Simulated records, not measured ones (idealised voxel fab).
Process module name: voxel self aligned vias
Cross-section cut spans 170 nm and uses square cells 5 nm in size.
A cross-section is written here as square cells arranged in a grid, and it is given in bands from the top down, each band taking up one or more rows of cells. Top, bottom (nm), then materials left to right with widths (nm); lone material tagged "edge to edge" fills the whole band edge to edge; "air" = empty space. Height datum 0, below which the as-received substrate wafer is one material. Lowest band open at the bottom, running downward: "top 0, no bottom". With a width like "30 to 40", each row of cells in the band differs from the next by the same amount, the top row carrying the first number and the bottom row the second. Given "same as before" for a step, no cell of the cross-section differs between before and after that step. Under "Listed closed voids" you'll find the enclosed gaps, the ones with no way out to the top, that are 8 cells or bigger; each reads width x height at distance, with distance counted from the left edge, everything in nm. Anything after a step's settings on that line? It's the simulator's own note about the step. overlay nm: where the mask lay relative to plan, measured to the right, on steps with a mask; negatives go left.
BELOW IS THE LIST OF PLANNED PROCESS STEPS
step 1: RECEIVE | material Si
step 2: CONFORMAL_DEP | material SiO2 | thk nm 10
step 3: CONFORMAL_DEP | material SiCN | thk nm 5
step 4: DIRECTIONAL_DEP | material lowk | thk nm 20
step 5: MASKED_ETCH | tone open | mask id LINES | width nm 30 | pitch nm 80 | etch materials lowk | depth nm 20 | overlay nm 0
step 6: CONFORMAL_DEP | material TiN | thk nm 5
step 7: FILL_DEP | material Ru | thk nm 10
step 8: CMP | height nm 35
step 9: SELECTIVE_ETCH | etch materials W Ru TiN | depth nm 5
step 10: FILL_DEP | material SiN | thk nm 5
step 11: CMP | height nm 35
step 12: DIRECTIONAL_DEP | material lowk | thk nm 20
step 13: DIRECTIONAL_DEP | material aC | thk nm 10
step 14: PATTERN | tone open | mask id VIAS | material resist | width nm 50 | thk nm 30 | overlay nm 0
step 15: DIRECTIONAL_ETCH | etch materials aC | depth nm 10
step 16: STRIP | etch materials resist
step 17: DIRECTIONAL_ETCH | etch materials lowk | depth nm 20
step 18: DIRECTIONAL_ETCH | etch materials SiN | depth nm 5
step 19: STRIP | etch materials aC
step 20: CONFORMAL_DEP | material TiN | thk nm 5
step 21: FILL_DEP | material Ru | thk nm 10
step 22: CMP | height nm 55
step 23: CONFORMAL_DEP | material SiCN | thk nm 5
CROSS-SECTION OF THE INCOMING WAFER, STATE AFTER STEP 1
> top 0, no bottom = Si edge to edge
> Listed closed voids: none
RESULT OF THE MODULE, CROSS-SECTIONED: START PER ABOVE, PLAN PER ABOVE, ONE ERROR IN HOW IT WAS RUN
> top 60, bottom 55 = SiCN edge to edge
> top 55, bottom 35 = 20 of lowk, 5 of TiN, 40 of Ru, 5 of TiN, 100 of lowk
> top 35, bottom 30 = 20 of lowk, 50 of TiN, 40 of lowk, 30 of SiN, 30 of lowk
> top 30, bottom 20 = 20 of lowk, 15 of TiN, 20 of Ru, 15 of TiN, 40 of lowk, 5 of TiN, 20 of Ru, 5 of TiN, 30 of lowk
> top 20, bottom 15 = 20 of lowk, 50 of TiN, 40 of lowk, 30 of TiN, 30 of lowk
> top 15, bottom 10 = SiCN edge to edge
> top 10, bottom 0 = SiO2 edge to edge
> top 0, no bottom = Si edge to edge
> Listed closed voids: none
Deviation from plan: it should be noted that step 17 of the plan was executed twice
